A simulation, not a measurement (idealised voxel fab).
process module | voxel transistor to metal
cross-section cut | 165 nm wide | cells 5 nm
A cross-section is a grid of square cells, given in bands from the top down. A band is one or more rows of cells.
Each band's line starts with the height of the band's top and of its bottom, in nm. Then come its materials from left to right, each with its width in nm. One material with "throughout" fills the band from edge to edge. "air" is empty space.
Height 0 is the level under which the wafer as received is all one material. The lowest band goes on downwards, as in "0 down".
A width such as "30 to 40" changes by the same amount from each row of cells to the next, from the band's top row to its bottom row.
"no change" after a step means that no cell of the cross-section changed.
closed voids: empty space of 8 cells or more with no open way to the top, each as width x height at its distance from the left edge, in nm
after a step's settings: what the simulator itself notes on the step
overlay nm, on a step with a mask: how far to the right of its planned place the mask lay; to the left if negative
plan
1 op RECEIVE | material Si
2 op CONFORMAL_DEP | material SiO2 | thk nm 5
3 op CONFORMAL_DEP | material SiN | thk nm 15
4 op PATTERN | tone cover | mask id ACTIVE | material resist | width nm 95 | thk nm 15 | overlay nm 0
5 op DIRECTIONAL_ETCH | etch materials SiN | depth nm 15
6 op DIRECTIONAL_ETCH | etch materials SiO2 | depth nm 5
7 op DIRECTIONAL_ETCH | etch materials Si | depth nm 35
8 op STRIP | etch materials resist
9 op FILL_DEP | material SiO2 | thk nm 15
10 op CMP | height nm 20
11 op SELECTIVE_ETCH | etch materials SiO2 | depth nm 10
12 op STRIP | etch materials SiN
13 op SELECTIVE_ETCH | etch materials SiO2 | depth nm 5
14 op OXIDIZE | depth nm 5
15 op DIRECTIONAL_DEP | material polySi | thk nm 25
16 op DIRECTIONAL_DEP | material SiCN | thk nm 10
17 op DIRECTIONAL_DEP | material aC | thk nm 15
18 op PATTERN | tone cover | mask id GATE | material resist | width nm 15 | thk nm 30 | overlay nm 0
19 op DIRECTIONAL_ETCH | etch materials aC | depth nm 15
20 op STRIP | etch materials resist
21 op DIRECTIONAL_ETCH | etch materials SiCN | depth nm 20
22 op DIRECTIONAL_ETCH | etch materials polySi | depth nm 35
23 op STRIP | etch materials aC
24 op CONFORMAL_DEP | material SiN | thk nm 10
25 op DIRECTIONAL_ETCH | etch materials SiN | depth nm 10
26 op DIRECTIONAL_ETCH | etch materials SiO2 | depth nm 5
27 op DIRECTIONAL_ETCH | etch materials Si | depth nm 15
28 op EPI | material pSi | thk nm 20
29 op FILL_DEP | material SiO2 | thk nm 5
30 op CMP | height nm 35
31 op DIRECTIONAL_DEP | material SiO2 | thk nm 15
32 op PATTERN | tone open | mask id CONTACT | material resist | width nm 30 | pitch nm 55 | thk nm 15 | overlay nm 0
33 op DIRECTIONAL_ETCH | etch materials SiO2 | depth nm 35
34 op STRIP | etch materials resist
35 op CONFORMAL_DEP | material TiN | thk nm 5
36 op FILL_DEP | material W | thk nm 10
37 op CMP | height nm 50
38 op CONFORMAL_DEP | material SiCN | thk nm 5
39 op DIRECTIONAL_DEP | material SiO2 | thk nm 25
40 op DIRECTIONAL_DEP | material aC | thk nm 10
41 op PATTERN | tone open | mask id METAL_1 | material resist | width nm 20 | pitch nm 65 | thk nm 25 | overlay nm 0
42 op DIRECTIONAL_ETCH | etch materials aC | depth nm 10
43 op STRIP | etch materials resist
44 op DIRECTIONAL_ETCH | etch materials SiO2 | depth nm 25
45 op DIRECTIONAL_ETCH | etch materials SiCN | depth nm 5
46 op STRIP | etch materials aC
47 op CONFORMAL_DEP | material TiN | thk nm 5
48 op FILL_DEP | material Cu | thk nm 5
49 op CMP | height nm 80
50 op CONFORMAL_DEP | material SiCN | thk nm 5
51 op DIRECTIONAL_DEP | material SiO2 | thk nm 30
52 op DIRECTIONAL_DEP | material aC | thk nm 15
53 op PATTERN | tone open | mask id METAL_2 | material resist | width nm 20 | pitch nm 65 | thk nm 35 | overlay nm 0
54 op DIRECTIONAL_ETCH | etch materials aC | depth nm 15
55 op STRIP | etch materials resist
56 op DIRECTIONAL_ETCH | etch materials SiO2 | depth nm 15
57 op STRIP | etch materials aC
58 op MASKED_ETCH | tone open | mask id METAL_2_HOLES | width nm 15 | pitch nm 65 | etch materials SiO2 | depth nm 15 | overlay nm 0
59 op MASKED_ETCH | tone open | mask id METAL_2_HOLES | width nm 15 | pitch nm 65 | etch materials SiCN | depth nm 5 | overlay nm 0
60 op CONFORMAL_DEP | material TiN | thk nm 5
61 op FILL_DEP | material Cu | thk nm 5
62 op CMP | height nm 115
63 op CONFORMAL_DEP | material SiN | thk nm 5
first wafer, as planned
as received, after step 1
  0 down: Si throughout
  closed voids: none
after step 2
  5 to 0: SiO2 throughout
  below 0: unchanged
after step 3
  20 to 5: SiN throughout
  below 5: unchanged
after step 4
  35 to 20: air 35 | resist 95 | air 35
  below 20: unchanged
after step 5
  35 to 20: air 35 | resist 95 | air 35
  20 to 5: air 35 | SiN 95 | air 35
  below 5: unchanged
after step 6
  35 to 20: air 35 | resist 95 | air 35
  20 to 5: air 35 | SiN 95 | air 35
  5 to 0: air 35 | SiO2 95 | air 35
  below 0: unchanged
after step 7
  35 to 20: air 35 | resist 95 | air 35
  20 to 5: air 35 | SiN 95 | air 35
  5 to 0: air 35 | SiO2 95 | air 35
  0 to -35: air 35 | Si 95 | air 35
  below -35: unchanged
after step 8
  20 to 5: air 35 | SiN 95 | air 35
  below 5: unchanged
after step 9
  35 to 20: SiO2 throughout
  20 to 5: SiO2 35 | SiN 95 | SiO2 35
  5 to 0: SiO2 throughout
  0 to -35: SiO2 35 | Si 95 | SiO2 35
  below -35: unchanged
after step 10
  20 to 5: SiO2 35 | SiN 95 | SiO2 35
  below 5: unchanged
after step 11
  20 to 10: air 35 | SiN 95 | air 35
  below 10: unchanged
after step 12
  10 to 5: SiO2 35 | air 95 | SiO2 35
  below 5: unchanged
after step 13
  5 to 0: SiO2 30 | air 105 | SiO2 30
  below 0: unchanged
after step 14
  5 to 0: SiO2 30 | air 105 | SiO2 30
  0 to -5: SiO2 throughout
  below -5: unchanged
after step 15
  30 to 25: polySi 30 | air 105 | polySi 30
  25 to 5: polySi throughout
  5 to 0: SiO2 30 | polySi 105 | SiO2 30
  below 0: unchanged
after step 16
  40 to 35: SiCN 30 | air 105 | SiCN 30
  35 to 30: SiCN throughout
  30 to 25: polySi 30 | SiCN 105 | polySi 30
  below 25: unchanged
after step 17
  55 to 50: aC 30 | air 105 | aC 30
  50 to 40: aC throughout
  40 to 35: SiCN 30 | aC 105 | SiCN 30
  below 35: unchanged
after step 18
  85 to 55: air 75 | resist 15 | air 75
  55 to 50: aC 30 | air 45 | resist 15 | air 45 | aC 30
  below 50: unchanged
after step 19
  70 to 50: air 75 | resist 15 | air 75
  50 to 40: air 75 | aC 15 | air 75
  40 to 35: SiCN 30 | air 45 | aC 15 | air 45 | SiCN 30
  below 35: unchanged
after step 20
  50 to 40: air 75 | aC 15 | air 75
  below 40: unchanged
after step 21
  50 to 35: air 75 | aC 15 | air 75
  35 to 30: air 75 | SiCN 15 | air 75
  30 to 25: polySi 30 | air 45 | SiCN 15 | air 45 | polySi 30
  below 25: unchanged
after step 22
  50 to 35: air 75 | aC 15 | air 75
  35 to 25: air 75 | SiCN 15 | air 75
  25 to 5: air 75 | polySi 15 | air 75
  5 to 0: SiO2 30 | air 45 | polySi 15 | air 45 | SiO2 30
  below 0: unchanged
after step 23
  35 to 25: air 75 | SiCN 15 | air 75
  below 25: unchanged
after step 24
  45 to 35: air 65 | SiN 35 | air 65
  35 to 25: air 65 | SiN 10 | SiCN 15 | SiN 10 | air 65
  25 to 15: air 65 | SiN 10 | polySi 15 | SiN 10 | air 65
  15 to 10: SiN 40 | air 25 | SiN 10 | polySi 15 | SiN 10 | air 25 | SiN 40
  10 to 5: SiN 75 | polySi 15 | SiN 75
  5 to 0: SiO2 30 | SiN 45 | polySi 15 | SiN 45 | SiO2 30
  below 0: unchanged
after step 25
  35 to 25: air 65 | SiN 10 | SiCN 15 | SiN 10 | air 65
  25 to 5: air 65 | SiN 10 | polySi 15 | SiN 10 | air 65
  5 to 0: SiO2 30 | SiN 10 | air 25 | SiN 10 | polySi 15 | SiN 10 | air 25 | SiN 10 | SiO2 30
  below 0: unchanged
after step 26
  35 to 25: air 65 | SiN 10 | SiCN 15 | SiN 10 | air 65
  25 to 5: air 65 | SiN 10 | polySi 15 | SiN 10 | air 65
  5 to 0: air 30 | SiN 10 | air 25 | SiN 10 | polySi 15 | SiN 10 | air 25 | SiN 10 | air 30
  0 to -5: SiO2 40 | air 25 | SiO2 35 | air 25 | SiO2 40
  below -5: unchanged
after step 27
  35 to 25: air 65 | SiN 10 | SiCN 15 | SiN 10 | air 65
  25 to 5: air 65 | SiN 10 | polySi 15 | SiN 10 | air 65
  5 to 0: air 30 | SiN 10 | air 25 | SiN 10 | polySi 15 | SiN 10 | air 25 | SiN 10 | air 30
  0 to -5: SiO2 40 | air 25 | SiO2 35 | air 25 | SiO2 40
  -5 to -20: SiO2 35 | Si 5 | air 25 | Si 35 | air 25 | Si 5 | SiO2 35
  below -20: unchanged
after step 28
  35 to 25: air 65 | SiN 10 | SiCN 15 | SiN 10 | air 65
  25 to 15: air 65 | SiN 10 | polySi 15 | SiN 10 | air 65
  15 to 5: air 30 | pSi 35 | SiN 10 | polySi 15 | SiN 10 | pSi 35 | air 30
  5 to 0: air 30 | SiN 10 | pSi 25 | SiN 10 | polySi 15 | SiN 10 | pSi 25 | SiN 10 | air 30
  0 to -5: SiO2 40 | pSi 25 | SiO2 35 | pSi 25 | SiO2 40
  -5 to -20: SiO2 35 | Si 5 | pSi 25 | Si 35 | pSi 25 | Si 5 | SiO2 35
  below -20: unchanged
after step 29
  40 to 35: SiO2 throughout
  35 to 25: SiO2 65 | SiN 10 | SiCN 15 | SiN 10 | SiO2 65
  25 to 15: SiO2 65 | SiN 10 | polySi 15 | SiN 10 | SiO2 65
  15 to 5: SiO2 30 | pSi 35 | SiN 10 | polySi 15 | SiN 10 | pSi 35 | SiO2 30
  5 to 0: SiO2 30 | SiN 10 | pSi 25 | SiN 10 | polySi 15 | SiN 10 | pSi 25 | SiN 10 | SiO2 30
  below 0: unchanged
after step 30
  35 to 25: SiO2 65 | SiN 10 | SiCN 15 | SiN 10 | SiO2 65
  below 25: unchanged
after step 31
  50 to 35: SiO2 throughout
  below 35: unchanged
after step 32
  65 to 50: resist 40 | air 30 | resist 25 | air 30 | resist 40
  below 50: unchanged
after step 33
  65 to 50: resist 40 | air 30 | resist 25 | air 30 | resist 40
  50 to 35: SiO2 40 | air 30 | SiO2 25 | air 30 | SiO2 40
  35 to 25: SiO2 40 | air 25 | SiN 10 | SiCN 15 | SiN 10 | air 25 | SiO2 40
  25 to 15: SiO2 40 | air 25 | SiN 10 | polySi 15 | SiN 10 | air 25 | SiO2 40
  below 15: unchanged
after step 34
  50 to 35: SiO2 40 | air 30 | SiO2 25 | air 30 | SiO2 40
  below 35: unchanged
after step 35
  55 to 50: TiN 45 | air 20 | TiN 35 | air 20 | TiN 45
  50 to 40: SiO2 40 | TiN 5 | air 20 | TiN 5 | SiO2 25 | TiN 5 | air 20 | TiN 5 | SiO2 40
  40 to 35: SiO2 40 | TiN 5 | air 15 | TiN 10 | SiO2 25 | TiN 10 | air 15 | TiN 5 | SiO2 40
  35 to 25: SiO2 40 | TiN 5 | air 15 | TiN 5 | SiN 10 | SiCN 15 | SiN 10 | TiN 5 | air 15 | TiN 5 | SiO2 40
  25 to 20: SiO2 40 | TiN 5 | air 15 | TiN 5 | SiN 10 | polySi 15 | SiN 10 | TiN 5 | air 15 | TiN 5 | SiO2 40
  20 to 15: SiO2 40 | TiN 25 | SiN 10 | polySi 15 | SiN 10 | TiN 25 | SiO2 40
  below 15: unchanged
after step 36
  65 to 55: W throughout
  55 to 50: TiN 45 | W 20 | TiN 35 | W 20 | TiN 45
  50 to 40: SiO2 40 | TiN 5 | W 20 | TiN 5 | SiO2 25 | TiN 5 | W 20 | TiN 5 | SiO2 40
  40 to 35: SiO2 40 | TiN 5 | W 15 | TiN 10 | SiO2 25 | TiN 10 | W 15 | TiN 5 | SiO2 40
  35 to 25: SiO2 40 | TiN 5 | W 15 | TiN 5 | SiN 10 | SiCN 15 | SiN 10 | TiN 5 | W 15 | TiN 5 | SiO2 40
  25 to 20: SiO2 40 | TiN 5 | W 15 | TiN 5 | SiN 10 | polySi 15 | SiN 10 | TiN 5 | W 15 | TiN 5 | SiO2 40
  below 20: unchanged
after step 37
  50 to 40: SiO2 40 | TiN 5 | W 20 | TiN 5 | SiO2 25 | TiN 5 | W 20 | TiN 5 | SiO2 40
  below 40: unchanged
after step 38
  55 to 50: SiCN throughout
  below 50: unchanged
after step 39
  80 to 55: SiO2 throughout
  below 55: unchanged
after step 40
  90 to 80: aC throughout
  below 80: unchanged
after step 41
  115 to 90: resist 40 | air 20 | resist 45 | air 20 | resist 40
  below 90: unchanged
after step 42
  105 to 90: resist 40 | air 20 | resist 45 | air 20 | resist 40
  90 to 80: aC 40 | air 20 | aC 45 | air 20 | aC 40
  below 80: unchanged
after step 43
  90 to 80: aC 40 | air 20 | aC 45 | air 20 | aC 40
  below 80: unchanged
after step 44
  90 to 80: aC 40 | air 20 | aC 45 | air 20 | aC 40
  80 to 55: SiO2 40 | air 20 | SiO2 45 | air 20 | SiO2 40
  below 55: unchanged
after step 45
  90 to 80: aC 40 | air 20 | aC 45 | air 20 | aC 40
  80 to 55: SiO2 40 | air 20 | SiO2 45 | air 20 | SiO2 40
  55 to 50: SiCN 40 | air 20 | SiCN 45 | air 20 | SiCN 40
  below 50: unchanged
after step 46
  80 to 55: SiO2 40 | air 20 | SiO2 45 | air 20 | SiO2 40
  below 55: unchanged
after step 47
  85 to 80: TiN 45 | air 10 | TiN 55 | air 10 | TiN 45
  80 to 55: SiO2 40 | TiN 5 | air 10 | TiN 5 | SiO2 45 | TiN 5 | air 10 | TiN 5 | SiO2 40
  55 to 50: SiCN 40 | TiN 20 | SiCN 45 | TiN 20 | SiCN 40
  below 50: unchanged
after step 48
  90 to 85: Cu throughout
  85 to 80: TiN 45 | Cu 10 | TiN 55 | Cu 10 | TiN 45
  80 to 55: SiO2 40 | TiN 5 | Cu 10 | TiN 5 | SiO2 45 | TiN 5 | Cu 10 | TiN 5 | SiO2 40
  below 55: unchanged
after step 49
  80 to 55: SiO2 40 | TiN 5 | Cu 10 | TiN 5 | SiO2 45 | TiN 5 | Cu 10 | TiN 5 | SiO2 40
  below 55: unchanged
after step 50
  85 to 80: SiCN throughout
  below 80: unchanged
after step 51
  115 to 85: SiO2 throughout
  below 85: unchanged
after step 52
  130 to 115: aC throughout
  below 115: unchanged
after step 53
  165 to 130: resist 40 | air 20 | resist 45 | air 20 | resist 40
  below 130: unchanged
after step 54
  150 to 130: resist 40 | air 20 | resist 45 | air 20 | resist 40
  130 to 115: aC 40 | air 20 | aC 45 | air 20 | aC 40
  below 115: unchanged
after step 55
  130 to 115: aC 40 | air 20 | aC 45 | air 20 | aC 40
  below 115: unchanged
after step 56
  130 to 115: aC 40 | air 20 | aC 45 | air 20 | aC 40
  115 to 100: SiO2 40 | air 20 | SiO2 45 | air 20 | SiO2 40
  below 100: unchanged
after step 57
  115 to 100: SiO2 40 | air 20 | SiO2 45 | air 20 | SiO2 40
  below 100: unchanged
after step 58
  115 to 100: SiO2 40 | air 20 | SiO2 45 | air 20 | SiO2 40
  100 to 85: SiO2 40 | air 15 | SiO2 50 | air 15 | SiO2 45
  below 85: unchanged
after step 59
  115 to 100: SiO2 40 | air 20 | SiO2 45 | air 20 | SiO2 40
  100 to 85: SiO2 40 | air 15 | SiO2 50 | air 15 | SiO2 45
  85 to 80: SiCN 40 | air 15 | SiCN 50 | air 15 | SiCN 45
  below 80: unchanged
after step 60
  120 to 115: TiN 45 | air 10 | TiN 55 | air 10 | TiN 45
  115 to 105: SiO2 40 | TiN 5 | air 10 | TiN 5 | SiO2 45 | TiN 5 | air 10 | TiN 5 | SiO2 40
  105 to 100: SiO2 40 | TiN 5 | air 5 | TiN 10 | SiO2 45 | TiN 5 | air 5 | TiN 10 | SiO2 40
  100 to 85: SiO2 40 | TiN 5 | air 5 | TiN 5 | SiO2 50 | TiN 5 | air 5 | TiN 5 | SiO2 45
  85 to 80: SiCN 40 | TiN 15 | SiCN 50 | TiN 15 | SiCN 45
  below 80: unchanged
after step 61
  125 to 120: Cu throughout
  120 to 115: TiN 45 | Cu 10 | TiN 55 | Cu 10 | TiN 45
  115 to 105: SiO2 40 | TiN 5 | Cu 10 | TiN 5 | SiO2 45 | TiN 5 | Cu 10 | TiN 5 | SiO2 40
  105 to 100: SiO2 40 | TiN 5 | Cu 5 | TiN 10 | SiO2 45 | TiN 5 | Cu 5 | TiN 10 | SiO2 40
  100 to 85: SiO2 40 | TiN 5 | Cu 5 | TiN 5 | SiO2 50 | TiN 5 | Cu 5 | TiN 5 | SiO2 45
  below 85: unchanged
after step 62
  115 to 105: SiO2 40 | TiN 5 | Cu 10 | TiN 5 | SiO2 45 | TiN 5 | Cu 10 | TiN 5 | SiO2 40
  below 105: unchanged
after step 63
  120 to 115: SiN throughout
  below 115: unchanged
second wafer: like start, like plan, one mistake. Through step 6 it matches the first wafer
when step 7 should have ended
  35 to 20: air 35 | resist 95 | air 35
  20 to 5: air 35 | SiN 95 | air 35
  5 to 0: air 35 | SiO2 95 | air 35
  0 to -70: air 35 | Si 95 | air 35
  below -70: unchanged
when step 8 should have ended
  20 to 5: air 35 | SiN 95 | air 35
  below 5: unchanged
when step 9 should have ended
  35 to 20: SiO2 throughout
  20 to 5: SiO2 35 | SiN 95 | SiO2 35
  5 to 0: SiO2 throughout
  0 to -70: SiO2 35 | Si 95 | SiO2 35
  below -70: unchanged
when step 10 should have ended
  20 to 5: SiO2 35 | SiN 95 | SiO2 35
  below 5: unchanged
when step 11 should have ended
  20 to 10: air 35 | SiN 95 | air 35
  below 10: unchanged
when step 12 should have ended
  10 to 5: SiO2 35 | air 95 | SiO2 35
  below 5: unchanged
when step 13 should have ended
  5 to 0: SiO2 30 | air 105 | SiO2 30
  below 0: unchanged
when step 14 should have ended
  5 to 0: SiO2 30 | air 105 | SiO2 30
  0 to -5: SiO2 throughout
  below -5: unchanged
when step 15 should have ended
  30 to 25: polySi 30 | air 105 | polySi 30
  25 to 5: polySi throughout
  5 to 0: SiO2 30 | polySi 105 | SiO2 30
  below 0: unchanged
when step 16 should have ended
  40 to 35: SiCN 30 | air 105 | SiCN 30
  35 to 30: SiCN throughout
  30 to 25: polySi 30 | SiCN 105 | polySi 30
  below 25: unchanged
when step 17 should have ended
  55 to 50: aC 30 | air 105 | aC 30
  50 to 40: aC throughout
  40 to 35: SiCN 30 | aC 105 | SiCN 30
  below 35: unchanged
when step 18 should have ended
  85 to 55: air 75 | resist 15 | air 75
  55 to 50: aC 30 | air 45 | resist 15 | air 45 | aC 30
  below 50: unchanged
when step 19 should have ended
  70 to 50: air 75 | resist 15 | air 75
  50 to 40: air 75 | aC 15 | air 75
  40 to 35: SiCN 30 | air 45 | aC 15 | air 45 | SiCN 30
  below 35: unchanged
when step 20 should have ended
  50 to 40: air 75 | aC 15 | air 75
  below 40: unchanged
when step 21 should have ended
  50 to 35: air 75 | aC 15 | air 75
  35 to 30: air 75 | SiCN 15 | air 75
  30 to 25: polySi 30 | air 45 | SiCN 15 | air 45 | polySi 30
  below 25: unchanged
when step 22 should have ended
  50 to 35: air 75 | aC 15 | air 75
  35 to 25: air 75 | SiCN 15 | air 75
  25 to 5: air 75 | polySi 15 | air 75
  5 to 0: SiO2 30 | air 45 | polySi 15 | air 45 | SiO2 30
  below 0: unchanged
when step 23 should have ended
  35 to 25: air 75 | SiCN 15 | air 75
  below 25: unchanged
when step 24 should have ended
  45 to 35: air 65 | SiN 35 | air 65
  35 to 25: air 65 | SiN 10 | SiCN 15 | SiN 10 | air 65
  25 to 15: air 65 | SiN 10 | polySi 15 | SiN 10 | air 65
  15 to 10: SiN 40 | air 25 | SiN 10 | polySi 15 | SiN 10 | air 25 | SiN 40
  10 to 5: SiN 75 | polySi 15 | SiN 75
  5 to 0: SiO2 30 | SiN 45 | polySi 15 | SiN 45 | SiO2 30
  below 0: unchanged
when step 25 should have ended
  35 to 25: air 65 | SiN 10 | SiCN 15 | SiN 10 | air 65
  25 to 5: air 65 | SiN 10 | polySi 15 | SiN 10 | air 65
  5 to 0: SiO2 30 | SiN 10 | air 25 | SiN 10 | polySi 15 | SiN 10 | air 25 | SiN 10 | SiO2 30
  below 0: unchanged
when step 26 should have ended
  35 to 25: air 65 | SiN 10 | SiCN 15 | SiN 10 | air 65
  25 to 5: air 65 | SiN 10 | polySi 15 | SiN 10 | air 65
  5 to 0: air 30 | SiN 10 | air 25 | SiN 10 | polySi 15 | SiN 10 | air 25 | SiN 10 | air 30
  0 to -5: SiO2 40 | air 25 | SiO2 35 | air 25 | SiO2 40
  below -5: unchanged
when step 27 should have ended
  35 to 25: air 65 | SiN 10 | SiCN 15 | SiN 10 | air 65
  25 to 5: air 65 | SiN 10 | polySi 15 | SiN 10 | air 65
  5 to 0: air 30 | SiN 10 | air 25 | SiN 10 | polySi 15 | SiN 10 | air 25 | SiN 10 | air 30
  0 to -5: SiO2 40 | air 25 | SiO2 35 | air 25 | SiO2 40
  -5 to -20: SiO2 35 | Si 5 | air 25 | Si 35 | air 25 | Si 5 | SiO2 35
  below -20: unchanged
when step 28 should have ended
  35 to 25: air 65 | SiN 10 | SiCN 15 | SiN 10 | air 65
  25 to 15: air 65 | SiN 10 | polySi 15 | SiN 10 | air 65
  15 to 5: air 30 | pSi 35 | SiN 10 | polySi 15 | SiN 10 | pSi 35 | air 30
  5 to 0: air 30 | SiN 10 | pSi 25 | SiN 10 | polySi 15 | SiN 10 | pSi 25 | SiN 10 | air 30
  0 to -5: SiO2 40 | pSi 25 | SiO2 35 | pSi 25 | SiO2 40
  -5 to -20: SiO2 35 | Si 5 | pSi 25 | Si 35 | pSi 25 | Si 5 | SiO2 35
  below -20: unchanged
when step 29 should have ended
  40 to 35: SiO2 throughout
  35 to 25: SiO2 65 | SiN 10 | SiCN 15 | SiN 10 | SiO2 65
  25 to 15: SiO2 65 | SiN 10 | polySi 15 | SiN 10 | SiO2 65
  15 to 5: SiO2 30 | pSi 35 | SiN 10 | polySi 15 | SiN 10 | pSi 35 | SiO2 30
  5 to 0: SiO2 30 | SiN 10 | pSi 25 | SiN 10 | polySi 15 | SiN 10 | pSi 25 | SiN 10 | SiO2 30
  below 0: unchanged
when step 30 should have ended
  35 to 25: SiO2 65 | SiN 10 | SiCN 15 | SiN 10 | SiO2 65
  below 25: unchanged
when step 31 should have ended
  50 to 35: SiO2 throughout
  below 35: unchanged
when step 32 should have ended
  65 to 50: resist 40 | air 30 | resist 25 | air 30 | resist 40
  below 50: unchanged
when step 33 should have ended
  65 to 50: resist 40 | air 30 | resist 25 | air 30 | resist 40
  50 to 35: SiO2 40 | air 30 | SiO2 25 | air 30 | SiO2 40
  35 to 25: SiO2 40 | air 25 | SiN 10 | SiCN 15 | SiN 10 | air 25 | SiO2 40
  25 to 15: SiO2 40 | air 25 | SiN 10 | polySi 15 | SiN 10 | air 25 | SiO2 40
  below 15: unchanged
when step 34 should have ended
  50 to 35: SiO2 40 | air 30 | SiO2 25 | air 30 | SiO2 40
  below 35: unchanged
when step 35 should have ended
  55 to 50: TiN 45 | air 20 | TiN 35 | air 20 | TiN 45
  50 to 40: SiO2 40 | TiN 5 | air 20 | TiN 5 | SiO2 25 | TiN 5 | air 20 | TiN 5 | SiO2 40
  40 to 35: SiO2 40 | TiN 5 | air 15 | TiN 10 | SiO2 25 | TiN 10 | air 15 | TiN 5 | SiO2 40
  35 to 25: SiO2 40 | TiN 5 | air 15 | TiN 5 | SiN 10 | SiCN 15 | SiN 10 | TiN 5 | air 15 | TiN 5 | SiO2 40
  25 to 20: SiO2 40 | TiN 5 | air 15 | TiN 5 | SiN 10 | polySi 15 | SiN 10 | TiN 5 | air 15 | TiN 5 | SiO2 40
  20 to 15: SiO2 40 | TiN 25 | SiN 10 | polySi 15 | SiN 10 | TiN 25 | SiO2 40
  below 15: unchanged
when step 36 should have ended
  65 to 55: W throughout
  55 to 50: TiN 45 | W 20 | TiN 35 | W 20 | TiN 45
  50 to 40: SiO2 40 | TiN 5 | W 20 | TiN 5 | SiO2 25 | TiN 5 | W 20 | TiN 5 | SiO2 40
  40 to 35: SiO2 40 | TiN 5 | W 15 | TiN 10 | SiO2 25 | TiN 10 | W 15 | TiN 5 | SiO2 40
  35 to 25: SiO2 40 | TiN 5 | W 15 | TiN 5 | SiN 10 | SiCN 15 | SiN 10 | TiN 5 | W 15 | TiN 5 | SiO2 40
  25 to 20: SiO2 40 | TiN 5 | W 15 | TiN 5 | SiN 10 | polySi 15 | SiN 10 | TiN 5 | W 15 | TiN 5 | SiO2 40
  below 20: unchanged
when step 37 should have ended
  50 to 40: SiO2 40 | TiN 5 | W 20 | TiN 5 | SiO2 25 | TiN 5 | W 20 | TiN 5 | SiO2 40
  below 40: unchanged
when step 38 should have ended
  55 to 50: SiCN throughout
  below 50: unchanged
when step 39 should have ended
  80 to 55: SiO2 throughout
  below 55: unchanged
when step 40 should have ended
  90 to 80: aC throughout
  below 80: unchanged
when step 41 should have ended
  115 to 90: resist 40 | air 20 | resist 45 | air 20 | resist 40
  below 90: unchanged
when step 42 should have ended
  105 to 90: resist 40 | air 20 | resist 45 | air 20 | resist 40
  90 to 80: aC 40 | air 20 | aC 45 | air 20 | aC 40
  below 80: unchanged
when step 43 should have ended
  90 to 80: aC 40 | air 20 | aC 45 | air 20 | aC 40
  below 80: unchanged
when step 44 should have ended
  90 to 80: aC 40 | air 20 | aC 45 | air 20 | aC 40
  80 to 55: SiO2 40 | air 20 | SiO2 45 | air 20 | SiO2 40
  below 55: unchanged
when step 45 should have ended
  90 to 80: aC 40 | air 20 | aC 45 | air 20 | aC 40
  80 to 55: SiO2 40 | air 20 | SiO2 45 | air 20 | SiO2 40
  55 to 50: SiCN 40 | air 20 | SiCN 45 | air 20 | SiCN 40
  below 50: unchanged
when step 46 should have ended
  80 to 55: SiO2 40 | air 20 | SiO2 45 | air 20 | SiO2 40
  below 55: unchanged
when step 47 should have ended
  85 to 80: TiN 45 | air 10 | TiN 55 | air 10 | TiN 45
  80 to 55: SiO2 40 | TiN 5 | air 10 | TiN 5 | SiO2 45 | TiN 5 | air 10 | TiN 5 | SiO2 40
  55 to 50: SiCN 40 | TiN 20 | SiCN 45 | TiN 20 | SiCN 40
  below 50: unchanged
when step 48 should have ended
  90 to 85: Cu throughout
  85 to 80: TiN 45 | Cu 10 | TiN 55 | Cu 10 | TiN 45
  80 to 55: SiO2 40 | TiN 5 | Cu 10 | TiN 5 | SiO2 45 | TiN 5 | Cu 10 | TiN 5 | SiO2 40
  below 55: unchanged
when step 49 should have ended
  80 to 55: SiO2 40 | TiN 5 | Cu 10 | TiN 5 | SiO2 45 | TiN 5 | Cu 10 | TiN 5 | SiO2 40
  below 55: unchanged
when step 50 should have ended
  85 to 80: SiCN throughout
  below 80: unchanged
when step 51 should have ended
  115 to 85: SiO2 throughout
  below 85: unchanged
when step 52 should have ended
  130 to 115: aC throughout
  below 115: unchanged
when step 53 should have ended
  165 to 130: resist 40 | air 20 | resist 45 | air 20 | resist 40
  below 130: unchanged
when step 54 should have ended
  150 to 130: resist 40 | air 20 | resist 45 | air 20 | resist 40
  130 to 115: aC 40 | air 20 | aC 45 | air 20 | aC 40
  below 115: unchanged
when step 55 should have ended
  130 to 115: aC 40 | air 20 | aC 45 | air 20 | aC 40
  below 115: unchanged
when step 56 should have ended
  130 to 115: aC 40 | air 20 | aC 45 | air 20 | aC 40
  115 to 100: SiO2 40 | air 20 | SiO2 45 | air 20 | SiO2 40
  below 100: unchanged
when step 57 should have ended
  115 to 100: SiO2 40 | air 20 | SiO2 45 | air 20 | SiO2 40
  below 100: unchanged
when step 58 should have ended
  115 to 100: SiO2 40 | air 20 | SiO2 45 | air 20 | SiO2 40
  100 to 85: SiO2 40 | air 15 | SiO2 50 | air 15 | SiO2 45
  below 85: unchanged
when step 59 should have ended
  115 to 100: SiO2 40 | air 20 | SiO2 45 | air 20 | SiO2 40
  100 to 85: SiO2 40 | air 15 | SiO2 50 | air 15 | SiO2 45
  85 to 80: SiCN 40 | air 15 | SiCN 50 | air 15 | SiCN 45
  below 80: unchanged
when step 60 should have ended
  120 to 115: TiN 45 | air 10 | TiN 55 | air 10 | TiN 45
  115 to 105: SiO2 40 | TiN 5 | air 10 | TiN 5 | SiO2 45 | TiN 5 | air 10 | TiN 5 | SiO2 40
  105 to 100: SiO2 40 | TiN 5 | air 5 | TiN 10 | SiO2 45 | TiN 5 | air 5 | TiN 10 | SiO2 40
  100 to 85: SiO2 40 | TiN 5 | air 5 | TiN 5 | SiO2 50 | TiN 5 | air 5 | TiN 5 | SiO2 45
  85 to 80: SiCN 40 | TiN 15 | SiCN 50 | TiN 15 | SiCN 45
  below 80: unchanged
when step 61 should have ended
  125 to 120: Cu throughout
  120 to 115: TiN 45 | Cu 10 | TiN 55 | Cu 10 | TiN 45
  115 to 105: SiO2 40 | TiN 5 | Cu 10 | TiN 5 | SiO2 45 | TiN 5 | Cu 10 | TiN 5 | SiO2 40
  105 to 100: SiO2 40 | TiN 5 | Cu 5 | TiN 10 | SiO2 45 | TiN 5 | Cu 5 | TiN 10 | SiO2 40
  100 to 85: SiO2 40 | TiN 5 | Cu 5 | TiN 5 | SiO2 50 | TiN 5 | Cu 5 | TiN 5 | SiO2 45
  below 85: unchanged
when step 62 should have ended
  115 to 105: SiO2 40 | TiN 5 | Cu 10 | TiN 5 | SiO2 45 | TiN 5 | Cu 10 | TiN 5 | SiO2 40
  below 105: unchanged
when step 63 should have ended
  120 to 115: SiN throughout
  below 115: unchanged
what went wrong: step 7 was run twice
at the end the second wafer has, in cells: 98 fewer of Si | 98 more of SiO2
